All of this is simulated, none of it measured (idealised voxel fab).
process module | voxel lift off
cross-section cut | 220 nm wide | cells 5 nm
A cross-section is a grid of square cells, given in bands from the top down. A band is one or more rows of cells.
Each band's line starts with the height of the band's top and of its bottom, in nm. Then come its materials from left to right, each with its width in nm. One material with "throughout" fills the band from edge to edge. "air" is empty space.
Height 0 is the level under which the wafer as received is all one material. The lowest band goes on downwards, as in "0 down".
A width such as "30 to 40" changes by the same amount from each row of cells to the next, from the band's top row to its bottom row.
"no change" after a step means that no cell of the cross-section changed.
closed voids: empty space of 8 cells or more with no open way to the top, each as width x height at its distance from the left edge, in nm
after a step's settings: what the simulator itself notes on the step
overlay nm, on a step with a mask: how far to the right of its planned place the mask lay; to the left if negative
plan
1 op RECEIVE | material Si
2 op CONFORMAL_DEP | material SiN | thk nm 5
3 op PATTERN | tone open | mask id LINES | material resist | width nm 25 | pitch nm 50 | thk nm 20 | overlay nm 0
4 op DIRECTIONAL_DEP | material Ru | thk nm 10
5 op STRIP | etch materials resist
6 op CONFORMAL_DEP | material SiCN | thk nm 10
as received, after step 1
  0 down: Si throughout
  closed voids: none
first wafer at the end, as planned
  25 to 15: air 10 | SiCN 45 | air 5 | SiCN 45 | air 5 | SiCN 45 | air 5 | SiCN 45 | air 15
  15 to 5: SiCN 20 | Ru 25 | SiCN 25 | Ru 25 | SiCN 25 | Ru 25 | SiCN 25 | Ru 25 | SiCN 25
  5 to 0: SiN throughout
  0 down: Si throughout
  closed voids: none
second wafer at the end: like start, like plan, one mistake
  25 to 15: air 5 | SiCN 205 | air 10
  15 to 5: SiCN 15 | Ru 35 | SiCN 15 | Ru 35 | SiCN 15 | Ru 35 | SiCN 15 | Ru 35 | SiCN 20
  5 to 0: SiN throughout
  0 down: Si throughout
  closed voids: none
what went wrong: step 3 ran as: op PATTERN | tone open | mask id LINES | material resist | width nm 35 | pitch nm 50 | thk nm 20 | overlay nm 0
at the end the second wafer has, in cells: 16 more of Ru | 6 fewer of SiCN
